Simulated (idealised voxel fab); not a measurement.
Process module in this document: voxel gate over fins
Pictured: cross-section cut, 235 nm wide, on a grid of 5 nm square cells.
Each cross-section below is a grid of square cells, stated as bands in top-down order, with one or more rows of cells making up each band.
Quick guide to a band line: top height, bottom height (nm) up front; then every material left to right with its width in nm. Only one material and it's marked "everywhere"? Then it fills the band edge to edge. And "blank" just means empty space.
A quick word on heights: they are counted from 0, and under that level the wafer as it came to us is one material throughout. The lowest band is different from the rest in having no bottom; it simply continues downward, written as in "0..down".
So if you see something like "30..40" for the width, read it as the top row of the band sitting at the first number and the bottom row at the second, with every row in between moving by the same amount as the last.
"changes: none" after a step means that no cell of the cross-section changed.
"Closed void roster" - sealed voids, min. 8 cells, no opening to top; format: width x height at distance (distance from left edge; nm throughout).
Past the settings on a step's line: simulator remark, on that step.
A step's line can hold "overlay nm"; with a mask on that step, the setting says how far right of the planned place the mask lay, while a negative setting says it lay to the left.

[Planned step list for the process]
- 1: RECEIVE | material Si
- 2: CONFORMAL_DEP | material SiN | thk nm 5
- 3: MASKED_ETCH | tone cover | mask id FINS | width nm 15 | pitch nm 55 | etch materials SiN | depth nm 5 | overlay nm 0
- 4: MASKED_ETCH | tone cover | mask id FINS | width nm 15 | pitch nm 55 | etch materials Si | depth nm 40 | overlay nm 0
- 5: OXIDIZE | depth nm 5
- 6: FILL_DEP | material SiO2 | thk nm 5
- 7: CMP | height nm 5
- 8: MASKED_ETCH | tone open | mask id RAIL | width nm 15 | etch materials SiO2 | depth nm 40 | overlay nm 0
- 9: CONFORMAL_DEP | material TiN | thk nm 5
- 10: FILL_DEP | material W | thk nm 5
- 11: CMP | height nm 5
- 12: SELECTIVE_ETCH | etch materials W Ru TiN | depth nm 25
- 13: FILL_DEP | material SiO2 | thk nm 5
- 14: CMP | height nm 5
- 15: SELECTIVE_ETCH | etch materials SiO2 | depth nm 15
- 16: STRIP | etch materials SiN
- 17: CONFORMAL_DEP | material HfO2 | thk nm 5
- 18: CONFORMAL_DEP | material TiN | thk nm 5
- 19: CONFORMAL_DEP | material TiAl | thk nm 5
- 20: CONFORMAL_DEP | material TiN | thk nm 5
- 21: FILL_DEP | material W | thk nm 10
- 22: CMP | height nm 25
- 23: CONFORMAL_DEP | material SiN | thk nm 10

[Cross-section of the wafer at receipt, which is the condition after step 1]
    0..down: Si everywhere
    Closed void roster: none

[What the wafer looks like in cross-section after this module, when it starts as shown above and follows the plan above but one mistake is made in running it]
    35..25: SiN everywhere
    25..20: W everywhere
    20..15: W (40); TiN (45); W (10); TiN (45); W (10); TiN (45); W (40)
    15..10: W (40); TiN (5); TiAl (35); TiN (5); W (10); TiN (5); TiAl (35); TiN (5); W (10); TiN (5); TiAl (35); TiN (5); W (40)
    10..5: TiN (45); TiAl (5); HfO2 (25); TiAl (5); TiN (20); TiAl (5); HfO2 (25); TiAl (5); TiN (20); TiAl (5); HfO2 (25); TiAl (5); TiN (45)
    5..0: TiAl (50); HfO2 (5); TiN (15); HfO2 (5); TiAl (30); HfO2 (5); TiN (15); HfO2 (5); TiAl (30); HfO2 (5); TiN (15); HfO2 (5); TiAl (50)
    0..-5: HfO2 (55); TiN (5); Si (5); TiN (5); HfO2 (40); TiN (5); Si (5); TiN (5); HfO2 (40); TiN (5); Si (5); TiN (5); HfO2 (55)
    -5..-10: TiN (60); Si (5); TiN (50); Si (5); TiN (50); Si (5); TiN (60)
    -10..-20: SiO2 (60); Si (5); SiO2 (50); Si (5); SiO2 (50); Si (5); SiO2 (60)
    -20..-30: SiO2 (60); Si (5); SiO2 (15); TiN (5); W (5); TiN (5); SiO2 (20); Si (5); SiO2 (50); Si (5); SiO2 (60)
    -30..-35: SiO2 (60); Si (5); SiO2 (15); TiN (15); SiO2 (20); Si (5); SiO2 (50); Si (5); SiO2 (60)
    -35..-45: SiO2 (60); Si (5); SiO2 (50); Si (5); SiO2 (50); Si (5); SiO2 (60)
    -45..down: Si everywhere
    Closed void roster: none
Against the plan, the run slipped here: steps 17 and 18 traded places in the executed sequence
